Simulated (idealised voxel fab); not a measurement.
Title: Process Module voxel capacitor over wiring
This is section cut - it's 140 nm across, gridded in 5 nm square cells.
A cross-section is written here as square cells arranged in a grid, and it is given in bands from the top down, each band taking up one or more rows of cells.
Top height, bottom height, nm. Materials left to right, width each, nm. Single material + "full width" = fills band edge to edge. "air" = empty.
Convention: height 0 is the level below which the wafer, as received, is all one material. The lowest band does not terminate at the bottom but continues downward, represented as "from 0 down".
Graded width ("30 to 40"): value in top row of band = first number; value in bottom row = second number; row-to-row change constant.
"all unchanged" after a step means that no cell of the cross-section changed.
Empty spaces without an open route to the top, at least 8 cells in extent, make up the entry "Unvented voids"; each is given as width x height at distance, where the distance is measured from the left edge, and all are in nm.
Where a step's line continues beyond its settings, the continuation is a remark by the simulator itself on that step.
overlay nm: for a step with a mask, the amount by which the mask lay right of where it was planned; a negative amount means left of it.
Process steps - plan
step 1: op RECEIVE | material Si
step 2: op CONFORMAL_DEP | material SiO2 | thk nm 10
step 3: op CONFORMAL_DEP | material SiN | thk nm 5
step 4: op DIRECTIONAL_DEP | material lowk | thk nm 20
step 5: op MASKED_ETCH | tone open | mask id METAL_1 | width nm 20 | pitch nm 85 | etch materials lowk | depth nm 20 | overlay nm 0
step 6: op MASKED_ETCH | tone open | mask id METAL_1 | width nm 20 | pitch nm 85 | etch materials SiN | depth nm 5 | overlay nm 0
step 7: op CONFORMAL_DEP | material TiN | thk nm 5
step 8: op FILL_DEP | material Ru | thk nm 10
step 9: op CMP | height nm 35
step 10: op CONFORMAL_DEP | material SiCN | thk nm 5
step 11: op DIRECTIONAL_DEP | material SiO2 | thk nm 10
step 12: op MASKED_ETCH | tone open | mask id PLUG_1 | width nm 15 | etch materials SiO2 | depth nm 10 | overlay nm 0
step 13: op MASKED_ETCH | tone open | mask id PLUG_1 | width nm 15 | etch materials SiCN | depth nm 5 | overlay nm 0
step 14: op EPI | material Ru | thk nm 10
step 15: op EPI | material Ru | thk nm 5
step 16: op DIRECTIONAL_DEP | material TiN | thk nm 5
step 17: op DIRECTIONAL_DEP | material SiN | thk nm 5
step 18: op DIRECTIONAL_DEP | material TiN | thk nm 10
step 19: op DIRECTIONAL_DEP | material aC | thk nm 10
step 20: op PATTERN | tone cover | mask id UPPER_PLATE | material resist | width nm 70 | thk nm 30 | overlay nm 0
step 21: op DIRECTIONAL_ETCH | etch materials aC | depth nm 10
step 22: op STRIP | etch materials resist
step 23: op DIRECTIONAL_ETCH | etch materials TiN | depth nm 10
step 24: op DIRECTIONAL_ETCH | etch materials SiN | depth nm 5
step 25: op STRIP | etch materials aC
step 26: op DIRECTIONAL_DEP | material aC | thk nm 15
step 27: op PATTERN | tone cover | mask id LOWER_PLATE | material resist | width nm 80 | thk nm 35 | overlay nm 0
step 28: op DIRECTIONAL_ETCH | etch materials aC | depth nm 15
step 29: op STRIP | etch materials resist
step 30: op DIRECTIONAL_ETCH | etch materials TiN | depth nm 5
step 31: op STRIP | etch materials aC
step 32: op FILL_DEP | material SiO2 | thk nm 15
step 33: op CMP | height nm 80
step 34: op PATTERN | tone open | mask id PLUG_2 | material resist | width nm 15 | thk nm 15 | overlay nm 0
step 35: op DIRECTIONAL_ETCH | etch materials SiO2 | depth nm 10
step 36: op STRIP | etch materials resist
step 37: op CONFORMAL_DEP | material TiN | thk nm 5
step 38: op FILL_DEP | material Cu | thk nm 10
step 39: op CMP | height nm 80
step 40: op CONFORMAL_DEP | material SiN | thk nm 5
Step 1 complete: cross-section of the wafer as received
> from 0 down: Si full width
> Unvented voids: none
First of two wafers at the end of the module, shown in cross-section; run carried out as planned
> from 85 to 80: SiN full width
> from 80 to 75: 30 of SiO2; 5 of TiN; 5 of Cu; 5 of TiN; 95 of SiO2
> from 75 to 70: 30 of SiO2; 15 of TiN; 95 of SiO2
> from 70 to 60: 20 of SiO2; 70 of TiN; 50 of SiO2
> from 60 to 55: 20 of SiO2; 70 of SiN; 50 of SiO2
> from 55 to 50: 15 of SiO2; 80 of TiN; 45 of SiO2
> from 50 to 40: 20 of SiO2; 15 of Ru; 105 of SiO2
> from 40 to 35: 20 of SiCN; 15 of Ru; 105 of SiCN
> from 35 to 15: 15 of lowk; 5 of TiN; 10 of Ru; 5 of TiN; 65 of lowk; 5 of TiN; 10 of Ru; 5 of TiN; 20 of lowk
> from 15 to 10: 15 of SiN; 20 of TiN; 65 of SiN; 20 of TiN; 20 of SiN
> from 10 to 0: SiO2 full width
> from 0 down: Si full width
> Unvented voids: none
Cross-sectional image of the second wafer of the two following completion of the module. Starting state and process plan were the same as for the first wafer; one execution error occurred
> from 85 to 80: SiN full width
> from 80 to 75: 30 of SiO2; 5 of TiN; 5 of Cu; 5 of TiN; 95 of SiO2
> from 75 to 70: 30 of SiO2; 15 of TiN; 95 of SiO2
> from 70 to 60: 25 of SiO2; 70 of TiN; 45 of SiO2
> from 60 to 55: 25 of SiO2; 70 of SiN; 45 of SiO2
> from 55 to 50: 15 of SiO2; 80 of TiN; 45 of SiO2
> from 50 to 40: 20 of SiO2; 15 of Ru; 105 of SiO2
> from 40 to 35: 20 of SiCN; 15 of Ru; 105 of SiCN
> from 35 to 15: 15 of lowk; 5 of TiN; 10 of Ru; 5 of TiN; 65 of lowk; 5 of TiN; 10 of Ru; 5 of TiN; 20 of lowk
> from 15 to 10: 15 of SiN; 20 of TiN; 65 of SiN; 20 of TiN; 20 of SiN
> from 10 to 0: SiO2 full width
> from 0 down: Si full width
> Unvented voids: none
Diagnosis: in deviation from the planned setting, step 20 was conducted as op PATTERN | tone cover | mask id UPPER_PLATE | material resist | width nm 70 | thk nm 30 | overlay nm 5
Tallied in cells, the final second wafer holds each material in the same quantity as the first, although not at the same places.
